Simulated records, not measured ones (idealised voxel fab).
The name of this process module is voxel gate over fins.
The figure presents cross-section cut, which has a width of 260 nm and is divided into square cells with an edge length of 5 nm.
This document writes a cross-section as a grid whose cells are square, and gives it as bands, listed from the top down; one or more rows of cells form a band. Top height, bottom height, nm. Materials left to right, width each, nm. Single material + "all across" = fills band edge to edge. "air" = empty. Measure heights from 0. That's the level where, below it, the as-received wafer is all one material. The lowest band is bottomless and extends downward; write it as in "z 0 and below". The width entry "30 to 40" should be interpreted row by row: the top row of cells in the band takes the first number, the bottom row takes the second number, and the change between adjacent rows is uniform throughout. "nothing got changed" (step): cross-section cells unchanged, all of them. Entry "Enclosed internal cavities". Content: empty spaces with no open connection to the top, size 8 cells or greater. Each: width x height at distance. Distance: from left edge. Unit: nm. That trailing text on a step's line, after the settings, is the simulator's own remark on the step. The setting "overlay nm" may be written on the line of a step. When the step uses a mask, the value reports how far to the right of the planned place the mask lay, and a negative value reports that it lay to the left.
-- plan
1: RECEIVE [material Si]
2: CONFORMAL_DEP [material SiN] [thk nm 10]
3: MASKED_ETCH [tone cover] [mask id FINS] [width nm 15] [pitch nm 45] [etch materials SiN] [depth nm 10] [overlay nm 0]
4: MASKED_ETCH [tone cover] [mask id FINS] [width nm 15] [pitch nm 45] [etch materials Si] [depth nm 35] [overlay nm 0]
5: OXIDIZE [depth nm 5]
6: FILL_DEP [material SiO2] [thk nm 15]
7: CMP [height nm 10]
8: SELECTIVE_ETCH [etch materials SiO2] [depth nm 20]
9: STRIP [etch materials SiN]
10: CONFORMAL_DEP [material HfO2] [thk nm 5]
11: CONFORMAL_DEP [material TiN] [thk nm 5]
12: CONFORMAL_DEP [material TiAl] [thk nm 5]
13: CONFORMAL_DEP [material TiN] [thk nm 5]
14: FILL_DEP [material W] [thk nm 15]
15: CMP [height nm 30]
16: CONFORMAL_DEP [material SiN] [thk nm 10]
-- As-received wafer cross-section (after step 1)
z 0 and below | Si all across
Enclosed internal cavities: none
-- Cross-section, end of module. Start: as above. Plan: as above. Execution: one mistake
z 40 to 30 | SiN all across
z 30 to 20 | W all across
z 20 to 15 | 60 W; 135 TiN; 65 W
z 15 to 10 | 60 W; 5 TiN; 35 TiAl; 10 TiN; 35 TiAl; 10 TiN; 35 TiAl; 15 TiN; 55 W
z 10 to 5 | 65 TiN; 5 TiAl; 25 TiN; 20 TiAl; 25 TiN; 20 TiAl; 25 TiN; 15 TiAl; 60 TiN
z 5 to 0 | 70 TiAl; 5 TiN; 15 HfO2; 15 TiN; 10 TiAl; 5 TiN; 15 HfO2; 15 TiN; 10 TiAl; 5 TiN; 15 HfO2; 15 TiN; 65 TiAl
z 0 to -5 | 75 TiN; 5 HfO2; 5 Si; 15 HfO2; 20 TiN; 5 HfO2; 5 Si; 15 HfO2; 20 TiN; 5 HfO2; 5 Si; 15 HfO2; 70 TiN
z -5 to -10 | 80 HfO2; 15 Si; 30 HfO2; 15 Si; 30 HfO2; 15 Si; 75 HfO2
z -10 to -40 | 80 SiO2; 15 Si; 30 SiO2; 15 Si; 30 SiO2; 15 Si; 75 SiO2
z -40 and below | Si all across
Enclosed internal cavities: none
In executing the process, a mistake was made relative to the plan: the process deviated at step 4: the operation and settings actually run there were MASKED_ETCH [tone cover] [mask id FINS] [width nm 15] [pitch nm 45] [etch materials Si] [depth nm 35] [overlay nm 10]
